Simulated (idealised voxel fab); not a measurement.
Herein follows the process module entitled voxel ribs on slabs.
For reference, the cross-section in this document is cut, with width 260 nm and square cells of 5 nm.
Cross-section format: a grid of square cells, given as bands from top to bottom; each band is one or more rows of cells. For a band, the entry starts with two heights in nm, that of the top and then that of the bottom, and carries on with the band's materials in order from left to right, each alongside its width in nm; the word "edge to edge" beside a single material means it fills the band edge to edge, and "air" means empty space. Zero point of the height axis is 0; under it, received wafer = one material. Lowest band: continues down indefinitely, "0 down". It should be noted that a width expressed as "30->40" varies in equal increments from row to row of cells within the band, taking the value of the first number at the top row and that of the second number at the bottom row. The designation "no alteration", where it is given for a processing step, indicates that no cell of the cross-section was altered in the course of that step. Listed in "Sealed internal cavities": every empty space of 8 or more cells without an open way to the top. Form: width x height at distance, the distance being from the left edge, all in nm. Text after the settings on a step's line: the simulator's own remark on that step. "overlay nm" on a masked step: distance the mask lay right of its planned place, negative for left.
-- The steps planned for the process are as follows
| 1 | RECEIVE with material Si |
| 2 | DIRECTIONAL_DEP with material SiO2, thk nm 20 |
| 3 | DIRECTIONAL_DEP with material polySi, thk nm 25 |
| 4 | MASKED_ETCH with tone cover, mask id RIB, width nm 15, etch materials polySi, depth nm 20, overlay nm 0 |
| 5 | PATTERN with tone cover, mask id SLAB, material resist, width nm 75, thk nm 20, overlay nm 0 |
| 6 | DIRECTIONAL_ETCH with etch materials polySi, depth nm 5 |
| 7 | STRIP with etch materials resist |
| 8 | FILL_DEP with material SiO2, thk nm 25 |
| 9 | CMP with height nm 65 |
| 10 | DIRECTIONAL_DEP with material W, thk nm 5 |
| 11 | MASKED_ETCH with tone cover, mask id HEATER, width nm 25, etch materials W, depth nm 5, overlay nm 0 |
| 12 | CONFORMAL_DEP with material SiN, thk nm 5 |
-- Received-state cross-section, reflecting completion of step 1
* 0 down  Si edge to edge
* Sealed internal cavities: none
-- End state of the module in cross-section, given the above starting point and plan and one mistake in execution
* 75 to 70  air 110; SiN 35; air 115
* 70 to 65  SiN 115; W 25; SiN 120
* 65 to 45  SiO2 edge to edge
* 45 to 25  SiO2 120; polySi 15; SiO2 125
* 25 to 20  SiO2 90; polySi 80; SiO2 90
* 20 to 0  SiO2 edge to edge
* 0 down  Si edge to edge
* Sealed internal cavities: none
Misprocessing identified: for step 5, the planned setting was not used; the step was instead run as PATTERN with tone cover, mask id SLAB, material resist, width nm 80, thk nm 20, overlay nm 0
